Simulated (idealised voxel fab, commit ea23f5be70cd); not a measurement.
This is a process module. Its name is voxel fin reveal.
The width of the displayed cross-section, cut, is 255 nm; its cells are square, with a size of 5 nm.
If you're reading a cross-section in this doc, picture square cells in a grid; it comes to you as bands, top ones listed first down to the bottom, and a band can be one or more rows of cells.
Look at the band entry: it leads with the top's height and the bottom's height in nm. Then it lists the materials left to right, with a width in nm for each. The word "everywhere" on a single material says that material fills the band edge to edge. The word "air" is empty space.
Heights are measured from 0, the level below which the as-received wafer is all one material; the lowest band has no bottom and continues downward, written as in "0 and below".
Width "30->40": first value at the band's top row of cells, second value at its bottom row, equal change from row to row.
Reading "no change occurred" for a step: not a cell of the cross-section changed in it.
Empty spaces without an open route to the top, at least 8 cells in extent, make up the entry "Listed closed voids"; each is given as width x height at distance, where the distance is measured from the left edge, and all are in nm.
What comes after the settings on a step's line is commentary from the simulator itself on that step.
You can add "overlay nm" to a step's line. For a step with a mask, it describes how far the mask lay to the right of its planned position, and a negative number describes a lay to the left.
Planned step list for the process:
1 RECEIVE | material Si
2 CONFORMAL_DEP | material SiN | thk nm 5
3 PATTERN | tone cover | mask id FINS | material resist | width nm 15 | pitch nm 45 | thk nm 15 | overlay nm 0
4 DIRECTIONAL_ETCH | etch materials SiN | depth nm 5
5 DIRECTIONAL_ETCH | etch materials Si | depth nm 30
6 STRIP | etch materials resist
7 FILL_DEP | material SiO2 | thk nm 5
8 CMP | height nm 5
9 SELECTIVE_ETCH | etch materials SiO2 | depth nm 15
10 STRIP | etch materials SiN
The plan shows the width nm of step 3 as the first wafer had it; this setting differs between the wafers, which start out alike.
Cross-section: the first of several wafers in its as-received state, i.e. following step 1:
> 0 and below: Si everywhere
> Listed closed voids: none
Quick look at the cross-section of the first of several wafers after step 10, which wraps up the module:
> 0 down to -10: air 50 nm, Si 15 nm, air 30 nm, Si 15 nm, air 30 nm, Si 15 nm, air 30 nm, Si 15 nm, air 55 nm
> -10 down to -30: SiO2 50 nm, Si 15 nm, SiO2 30 nm, Si 15 nm, SiO2 30 nm, Si 15 nm, SiO2 30 nm, Si 15 nm, SiO2 55 nm
> -30 and below: Si everywhere
> Listed closed voids: none
Showing the last wafer in cross-section at the end of the module:
> 0 down to -10: air 45 nm, Si 30 nm, air 15 nm, Si 30 nm, air 15 nm, Si 30 nm, air 15 nm, Si 30 nm, air 45 nm
> -10 down to -30: SiO2 45 nm, Si 30 nm, SiO2 15 nm, Si 30 nm, SiO2 15 nm, Si 30 nm, SiO2 15 nm, Si 30 nm, SiO2 45 nm
> -30 and below: Si everywhere
> Listed closed voids: none
Per wafer (row), end of module: delta in cells per material since receipt, (+) for gained, (-) for lost; closed voids after that:
width nm 15; -234 Si; +156 SiO2; Listed closed voids: none
width nm 20; -210 Si; +140 SiO2; Listed closed voids: none
width nm 25; -186 Si; +124 SiO2; Listed closed voids: none
width nm 30; -162 Si; +108 SiO2; Listed closed voids: none
